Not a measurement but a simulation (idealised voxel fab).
process module | voxel self aligned vias
cross-section cut | 165 nm wide | cells 5 nm
A cross-section is a grid of square cells, given in bands from the top down. A band is one or more rows of cells.
Each band's line starts with the height of the band's top and of its bottom, in nm. Then come its materials from left to right, each with its width in nm. One material with "throughout" fills the band from edge to edge. "air" is empty space.
Height 0 is the level under which the wafer as received is all one material. The lowest band goes on downwards, as in "0 down".
A width such as "30 to 40" changes by the same amount from each row of cells to the next, from the band's top row to its bottom row.
"no change" after a step means that no cell of the cross-section changed.
closed voids: empty space of 8 cells or more with no open way to the top, each as width x height at its distance from the left edge, in nm
after a step's settings: what the simulator itself notes on the step
overlay nm, on a step with a mask: how far to the right of its planned place the mask lay; to the left if negative
plan
1 op RECEIVE | material Si
2 op CONFORMAL_DEP | material SiO2 | thk nm 15
3 op CONFORMAL_DEP | material SiCN | thk nm 5
4 op DIRECTIONAL_DEP | material SiO2 | thk nm 30
5 op PATTERN | tone open | mask id LINES | material resist | width nm 25 | pitch nm 75 | thk nm 20 | overlay nm 0
6 op DIRECTIONAL_ETCH | etch materials SiO2 | depth nm 30
7 op STRIP | etch materials resist
8 op CONFORMAL_DEP | material TiN | thk nm 5
9 op FILL_DEP | material Ru | thk nm 5
10 op CMP | height nm 50
11 op SELECTIVE_ETCH | etch materials W Ru TiN | depth nm 5
12 op FILL_DEP | material SiN | thk nm 5
13 op CMP | height nm 50
14 op DIRECTIONAL_DEP | material SiO2 | thk nm 20
15 op PATTERN | tone open | mask id VIAS | material resist | width nm 45 | pitch nm 75 | thk nm 20 | overlay nm 0
16 op DIRECTIONAL_ETCH | etch materials SiO2 | depth nm 20
17 op DIRECTIONAL_ETCH | etch materials SiN | depth nm 5
18 op STRIP | etch materials resist
19 op CONFORMAL_DEP | material TiN | thk nm 5
20 op FILL_DEP | material Cu | thk nm 10
21 op CMP | height nm 70
22 op CONFORMAL_DEP | material SiN | thk nm 5
as received, after step 1
  0 down: Si throughout
  closed voids: none
first wafer at the end, as planned
  75 to 70: SiN throughout
  70 to 55: SiO2 20 | TiN 5 | Cu 35 | TiN 5 | SiO2 30 | TiN 5 | Cu 35 | TiN 5 | SiO2 25
  55 to 50: SiO2 20 | TiN 15 | Cu 15 | TiN 15 | SiO2 30 | TiN 15 | Cu 15 | TiN 15 | SiO2 25
  50 to 45: SiO2 30 | TiN 25 | SiO2 50 | TiN 25 | SiO2 35
  45 to 25: SiO2 30 | TiN 5 | Ru 15 | TiN 5 | SiO2 50 | TiN 5 | Ru 15 | TiN 5 | SiO2 35
  25 to 20: SiO2 30 | TiN 25 | SiO2 50 | TiN 25 | SiO2 35
  20 to 15: SiCN throughout
  15 to 0: SiO2 throughout
  0 down: Si throughout
  closed voids: none
second wafer at the end: like start, like plan, one mistake
  75 to 70: SiN throughout
  70 to 55: SiO2 30 | TiN 5 | Cu 35 | TiN 5 | SiO2 30 | TiN 5 | Cu 35 | TiN 5 | SiO2 15
  55 to 50: SiO2 30 | TiN 5 | Cu 15 | TiN 25 | SiO2 30 | TiN 5 | Cu 15 | TiN 25 | SiO2 15
  50 to 45: SiO2 30 | TiN 25 | SiO2 50 | TiN 25 | SiO2 35
  45 to 25: SiO2 30 | TiN 5 | Ru 15 | TiN 5 | SiO2 50 | TiN 5 | Ru 15 | TiN 5 | SiO2 35
  25 to 20: SiO2 30 | TiN 25 | SiO2 50 | TiN 25 | SiO2 35
  20 to 15: SiCN throughout
  15 to 0: SiO2 throughout
  0 down: Si throughout
  closed voids: none
what went wrong: step 15 ran as: op PATTERN | tone open | mask id VIAS | material resist | width nm 45 | pitch nm 75 | thk nm 20 | overlay nm 10
at the end the second wafer has, in cells: as many of each material as the first, in other places
